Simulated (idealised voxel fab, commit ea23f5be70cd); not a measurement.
Title: Process Module voxel self aligned vias
We display cut, a cross-section 250 nm in width whose square cells are each 5 nm.
In this document a cross-section is written as a grid of square cells. It is given as a series of bands, listed from the top down, and a band is one or more rows of cells. Basically the band line says how high the top is and how high the bottom is, in nm, and then what's in it from left to right, every material with its width in nm. Empty space shows up as "blank", and if a single material carries "full width" it runs the full band edge to edge. Height reference: 0 = level under which incoming wafer is all one material. Lowest band: no bottom, runs on downward, e.g. "top 0, no bottom". Per-row width for "30->40": begins at first number (top row of band), ends at second number (bottom row), increment between rows held constant. It should be understood that the words "left unchanged", when stated for a given step, signify that the cross-section underwent no change in any of its cells during that step. Empty spaces counting at least 8 cells and having no open way to the top are listed in "Enclosed void entries". The notation width x height at distance is used for each, the distance being from the left edge and all three values in nm. Read whatever lies past the settings on a step's line as the simulator's own remark about the step. A step's line can hold "overlay nm"; with a mask on that step, the setting says how far right of the planned place the mask lay, while a negative setting says it lay to the left.

Steps in the process plan:
- 1: RECEIVE, material Si
- 2: CONFORMAL_DEP, material SiO2, thk nm 15
- 3: CONFORMAL_DEP, material SiCN, thk nm 5
- 4: DIRECTIONAL_DEP, material lowk, thk nm 25
- 5: PATTERN, tone open, mask id LINES, material resist, width nm 20, pitch nm 55, thk nm 20, overlay nm 0
- 6: DIRECTIONAL_ETCH, etch materials lowk, depth nm 25
- 7: STRIP, etch materials resist
- 8: CONFORMAL_DEP, material TiN, thk nm 5
- 9: FILL_DEP, material W, thk nm 5
- 10: CMP, height nm 45
- 11: SELECTIVE_ETCH, etch materials W Ru TiN, depth nm 5
- 12: FILL_DEP, material SiN, thk nm 10
- 13: CMP, height nm 45
- 14: DIRECTIONAL_DEP, material lowk, thk nm 20
- 15: DIRECTIONAL_DEP, material aC, thk nm 10
- 16: PATTERN, tone open, mask id VIAS, material resist, width nm 40, pitch nm 55, thk nm 25, overlay nm 0
- 17: DIRECTIONAL_ETCH, etch materials aC, depth nm 10
- 18: STRIP, etch materials resist
- 19: DIRECTIONAL_ETCH, etch materials lowk, depth nm 20
- 20: DIRECTIONAL_ETCH, etch materials SiN, depth nm 5
- 21: STRIP, etch materials aC
- 22: CONFORMAL_DEP, material TiN, thk nm 5
- 23: FILL_DEP, material Ru, thk nm 10
- 24: CMP, height nm 65
- 25: CONFORMAL_DEP, material SiCN, thk nm 5

Below: the first of two wafers, run as planned:

As-received wafer cross-section (after step 1):
> top 0, no bottom = Si full width
> Enclosed void entries: none

The following cross-section depicts the wafer upon completion of step 2:
> top 15, bottom 0 = SiO2 full width
> Below 0, no change.

The following cross-section depicts the wafer upon completion of step 3:
> top 20, bottom 15 = SiCN full width
> Below 15, no change.

The following cross-section depicts the wafer upon completion of step 4:
> top 45, bottom 20 = lowk full width
> Below 20, no change.

The following cross-section depicts the wafer upon completion of step 5:
> top 65, bottom 45 = resist (60), then blank (20), then resist (35), then blank (20), then resist (35), then blank (20), then resist (60)
> Below 45, no change.

The following cross-section depicts the wafer upon completion of step 6:
> top 65, bottom 45 = resist (60), then blank (20), then resist (35), then blank (20), then resist (35), then blank (20), then resist (60)
> top 45, bottom 20 = lowk (60), then blank (20), then lowk (35), then blank (20), then lowk (35), then blank (20), then lowk (60)
> Below 20, no change.

The following cross-section depicts the wafer upon completion of step 7:
> top 45, bottom 20 = lowk (60), then blank (20), then lowk (35), then blank (20), then lowk (35), then blank (20), then lowk (60)
> Below 20, no change.

The following cross-section depicts the wafer upon completion of step 8:
> top 50, bottom 45 = TiN (65), then blank (10), then TiN (45), then blank (10), then TiN (45), then blank (10), then TiN (65)
> top 45, bottom 25 = lowk (60), then TiN (5), then blank (10), then TiN (5), then lowk (35), then TiN (5), then blank (10), then TiN (5), then lowk (35), then TiN (5), then blank (10), then TiN (5), then lowk (60)
> top 25, bottom 20 = lowk (60), then TiN (20), then lowk (35), then TiN (20), then lowk (35), then TiN (20), then lowk (60)
> Below 20, no change.

The following cross-section depicts the wafer upon completion of step 9:
> top 55, bottom 50 = W full width
> top 50, bottom 45 = TiN (65), then W (10), then TiN (45), then W (10), then TiN (45), then W (10), then TiN (65)
> top 45, bottom 25 = lowk (60), then TiN (5), then W (10), then TiN (5), then lowk (35), then TiN (5), then W (10), then TiN (5), then lowk (35), then TiN (5), then W (10), then TiN (5), then lowk (60)
> Below 25, no change.

The following cross-section depicts the wafer upon completion of step 10:
> top 45, bottom 25 = lowk (60), then TiN (5), then W (10), then TiN (5), then lowk (35), then TiN (5), then W (10), then TiN (5), then lowk (35), then TiN (5), then W (10), then TiN (5), then lowk (60)
> Below 25, no change.

The following cross-section depicts the wafer upon completion of step 11:
> top 45, bottom 40 = lowk (60), then blank (20), then lowk (35), then blank (20), then lowk (35), then blank (20), then lowk (60)
> Below 40, no change.

The following cross-section depicts the wafer upon completion of step 12:
> top 55, bottom 45 = SiN full width
> top 45, bottom 40 = lowk (60), then SiN (20), then lowk (35), then SiN (20), then lowk (35), then SiN (20), then lowk (60)
> Below 40, no change.

The following cross-section depicts the wafer upon completion of step 13:
> top 45, bottom 40 = lowk (60), then SiN (20), then lowk (35), then SiN (20), then lowk (35), then SiN (20), then lowk (60)
> Below 40, no change.

The following cross-section depicts the wafer upon completion of step 14:
> top 65, bottom 45 = lowk full width
> Below 45, no change.

The following cross-section depicts the wafer upon completion of step 15:
> top 75, bottom 65 = aC full width
> Below 65, no change.

The following cross-section depicts the wafer upon completion of step 16:
> top 100, bottom 75 = resist (50), then blank (40), then resist (15), then blank (40), then resist (15), then blank (40), then resist (50)
> Below 75, no change.

The following cross-section depicts the wafer upon completion of step 17:
> top 90, bottom 75 = resist (50), then blank (40), then resist (15), then blank (40), then resist (15), then blank (40), then resist (50)
> top 75, bottom 65 = aC (50), then blank (40), then aC (15), then blank (40), then aC (15), then blank (40), then aC (50)
> Below 65, no change.

The following cross-section depicts the wafer upon completion of step 18:
> top 75, bottom 65 = aC (50), then blank (40), then aC (15), then blank (40), then aC (15), then blank (40), then aC (50)
> Below 65, no change.

The following cross-section depicts the wafer upon completion of step 19:
> top 75, bottom 65 = aC (50), then blank (40), then aC (15), then blank (40), then aC (15), then blank (40), then aC (50)
> top 65, bottom 45 = lowk (50), then blank (40), then lowk (15), then blank (40), then lowk (15), then blank (40), then lowk (50)
> Below 45, no change.

The following cross-section depicts the wafer upon completion of step 20:
> top 75, bottom 65 = aC (50), then blank (40), then aC (15), then blank (40), then aC (15), then blank (40), then aC (50)
> top 65, bottom 45 = lowk (50), then blank (40), then lowk (15), then blank (40), then lowk (15), then blank (40), then lowk (50)
> top 45, bottom 40 = lowk (60), then blank (20), then lowk (35), then blank (20), then lowk (35), then blank (20), then lowk (60)
> Below 40, no change.

The following cross-section depicts the wafer upon completion of step 21:
> top 65, bottom 45 = lowk (50), then blank (40), then lowk (15), then blank (40), then lowk (15), then blank (40), then lowk (50)
> Below 45, no change.

The following cross-section depicts the wafer upon completion of step 22:
> top 70, bottom 65 = TiN (55), then blank (30), then TiN (25), then blank (30), then TiN (25), then blank (30), then TiN (55)
> top 65, bottom 50 = lowk (50), then TiN (5), then blank (30), then TiN (5), then lowk (15), then TiN (5), then blank (30), then TiN (5), then lowk (15), then TiN (5), then blank (30), then TiN (5), then lowk (50)
> top 50, bottom 45 = lowk (50), then TiN (15), then blank (10), then TiN (15), then lowk (15), then TiN (15), then blank (10), then TiN (15), then lowk (15), then TiN (15), then blank (10), then TiN (15), then lowk (50)
> top 45, bottom 40 = lowk (60), then TiN (20), then lowk (35), then TiN (20), then lowk (35), then TiN (20), then lowk (60)
> Below 40, no change.

The following cross-section depicts the wafer upon completion of step 23:
> top 80, bottom 70 = Ru full width
> top 70, bottom 65 = TiN (55), then Ru (30), then TiN (25), then Ru (30), then TiN (25), then Ru (30), then TiN (55)
> top 65, bottom 50 = lowk (50), then TiN (5), then Ru (30), then TiN (5), then lowk (15), then TiN (5), then Ru (30), then TiN (5), then lowk (15), then TiN (5), then Ru (30), then TiN (5), then lowk (50)
> top 50, bottom 45 = lowk (50), then TiN (15), then Ru (10), then TiN (15), then lowk (15), then TiN (15), then Ru (10), then TiN (15), then lowk (15), then TiN (15), then Ru (10), then TiN (15), then lowk (50)
> Below 45, no change.

The following cross-section depicts the wafer upon completion of step 24:
> top 65, bottom 50 = lowk (50), then TiN (5), then Ru (30), then TiN (5), then lowk (15), then TiN (5), then Ru (30), then TiN (5), then lowk (15), then TiN (5), then Ru (30), then TiN (5), then lowk (50)
> Below 50, no change.

The following cross-section depicts the wafer upon completion of step 25:
> top 70, bottom 65 = SiCN full width
> Below 65, no change.

The remaining wafer, second of the two, started like the first and was run to the same plan, except that one mistake was made along the way; the two coincide through step 15, inclusive:

Cross-section of the second wafer when, according to plan, step 16 should have finished:
> top 100, bottom 75 = resist (55), then blank (35), then resist (20), then blank (35), then resist (20), then blank (35), then resist (50)
> Below 75, no change.

Cross-section of the second wafer when, according to plan, step 17 should have finished:
> top 90, bottom 75 = resist (55), then blank (35), then resist (20), then blank (35), then resist (20), then blank (35), then resist (50)
> top 75, bottom 65 = aC (55), then blank (35), then aC (20), then blank (35), then aC (20), then blank (35), then aC (50)
> Below 65, no change.

Cross-section of the second wafer when, according to plan, step 18 should have finished:
> top 75, bottom 65 = aC (55), then blank (35), then aC (20), then blank (35), then aC (20), then blank (35), then aC (50)
> Below 65, no change.

Cross-section of the second wafer when, according to plan, step 19 should have finished:
> top 75, bottom 65 = aC (55), then blank (35), then aC (20), then blank (35), then aC (20), then blank (35), then aC (50)
> top 65, bottom 45 = lowk (55), then blank (35), then lowk (20), then blank (35), then lowk (20), then blank (35), then lowk (50)
> Below 45, no change.

Cross-section of the second wafer when, according to plan, step 20 should have finished:
> top 75, bottom 65 = aC (55), then blank (35), then aC (20), then blank (35), then aC (20), then blank (35), then aC (50)
> top 65, bottom 45 = lowk (55), then blank (35), then lowk (20), then blank (35), then lowk (20), then blank (35), then lowk (50)
> top 45, bottom 40 = lowk (60), then blank (20), then lowk (35), then blank (20), then lowk (35), then blank (20), then lowk (60)
> Below 40, no change.

Cross-section of the second wafer when, according to plan, step 21 should have finished:
> top 65, bottom 45 = lowk (55), then blank (35), then lowk (20), then blank (35), then lowk (20), then blank (35), then lowk (50)
> Below 45, no change.

Cross-section of the second wafer when, according to plan, step 22 should have finished:
> top 70, bottom 65 = TiN (60), then blank (25), then TiN (30), then blank (25), then TiN (30), then blank (25), then TiN (55)
> top 65, bottom 50 = lowk (55), then TiN (5), then blank (25), then TiN (5), then lowk (20), then TiN (5), then blank (25), then TiN (5), then lowk (20), then TiN (5), then blank (25), then TiN (5), then lowk (50)
> top 50, bottom 45 = lowk (55), then TiN (10), then blank (10), then TiN (15), then lowk (20), then TiN (10), then blank (10), then TiN (15), then lowk (20), then TiN (10), then blank (10), then TiN (15), then lowk (50)
> top 45, bottom 40 = lowk (60), then TiN (20), then lowk (35), then TiN (20), then lowk (35), then TiN (20), then lowk (60)
> Below 40, no change.

Cross-section of the second wafer when, according to plan, step 23 should have finished:
> top 80, bottom 70 = Ru full width
> top 70, bottom 65 = TiN (60), then Ru (25), then TiN (30), then Ru (25), then TiN (30), then Ru (25), then TiN (55)
> top 65, bottom 50 = lowk (55), then TiN (5), then Ru (25), then TiN (5), then lowk (20), then TiN (5), then Ru (25), then TiN (5), then lowk (20), then TiN (5), then Ru (25), then TiN (5), then lowk (50)
> top 50, bottom 45 = lowk (55), then TiN (10), then Ru (10), then TiN (15), then lowk (20), then TiN (10), then Ru (10), then TiN (15), then lowk (20), then TiN (10), then Ru (10), then TiN (15), then lowk (50)
> Below 45, no change.

Cross-section of the second wafer when, according to plan, step 24 should have finished:
> top 65, bottom 50 = lowk (55), then TiN (5), then Ru (25), then TiN (5), then lowk (20), then TiN (5), then Ru (25), then TiN (5), then lowk (20), then TiN (5), then Ru (25), then TiN (5), then lowk (50)
> Below 50, no change.

Cross-section of the second wafer when, according to plan, step 25 should have finished:
> top 70, bottom 65 = SiCN full width
> Below 65, no change.
So what did we get wrong on this run? step 16 ran differently from the plan; actual operation with settings: PATTERN, tone open, mask id VIAS, material resist, width nm 35, pitch nm 55, thk nm 25, overlay nm 0
Counted in cells at the end, the second wafer holds more or fewer of these materials than the first: -9 Ru, -3 TiN, +12 lowk
